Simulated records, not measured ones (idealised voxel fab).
process module | voxel spacer lines
cross-section cut | 260 nm wide | cells 5 nm
A cross-section is a grid of square cells, given in bands from the top down. A band is one or more rows of cells.
Each band's line starts with the height of the band's top and of its bottom, in nm. Then come its materials from left to right, each with its width in nm. One material with "throughout" fills the band from edge to edge. "air" is empty space.
Height 0 is the level under which the wafer as received is all one material. The lowest band goes on downwards, as in "0 down".
A width such as "30 to 40" changes by the same amount from each row of cells to the next, from the band's top row to its bottom row.
"no change" after a step means that no cell of the cross-section changed.
closed voids: empty space of 8 cells or more with no open way to the top, each as width x height at its distance from the left edge, in nm
after a step's settings: what the simulator itself notes on the step
overlay nm, on a step with a mask: how far to the right of its planned place the mask lay; to the left if negative
plan
1 op RECEIVE | material Si
2 op CONFORMAL_DEP | material Al2O3 | thk nm 10
3 op DIRECTIONAL_DEP | material polySi | thk nm 10
4 op DIRECTIONAL_DEP | material aC | thk nm 25
5 op PATTERN | tone cover | mask id MANDREL | material resist | width nm 25 | pitch nm 80 | thk nm 35 | overlay nm 0
6 op DIRECTIONAL_ETCH | etch materials aC | depth nm 25
7 op STRIP | etch materials resist
8 op CONFORMAL_DEP | material SiN | thk nm 15
9 op DIRECTIONAL_ETCH | etch materials SiN | depth nm 15
10 op STRIP | etch materials aC
11 op DIRECTIONAL_ETCH | etch materials polySi | depth nm 10
12 op STRIP | etch materials SiN
as received, after step 1
  0 down: Si throughout
  closed voids: none
a wafer at the end: this start, this plan, one mistake
  20 to 10: air 60 | polySi 15 | air 25 | polySi 15 | air 25 | polySi 15 | air 25 | polySi 15 | air 65
  10 to 0: polySi throughout
  0 down: Si throughout
  closed voids: none
what went wrong: step 2 ran as: op CONFORMAL_DEP | material polySi | thk nm 10
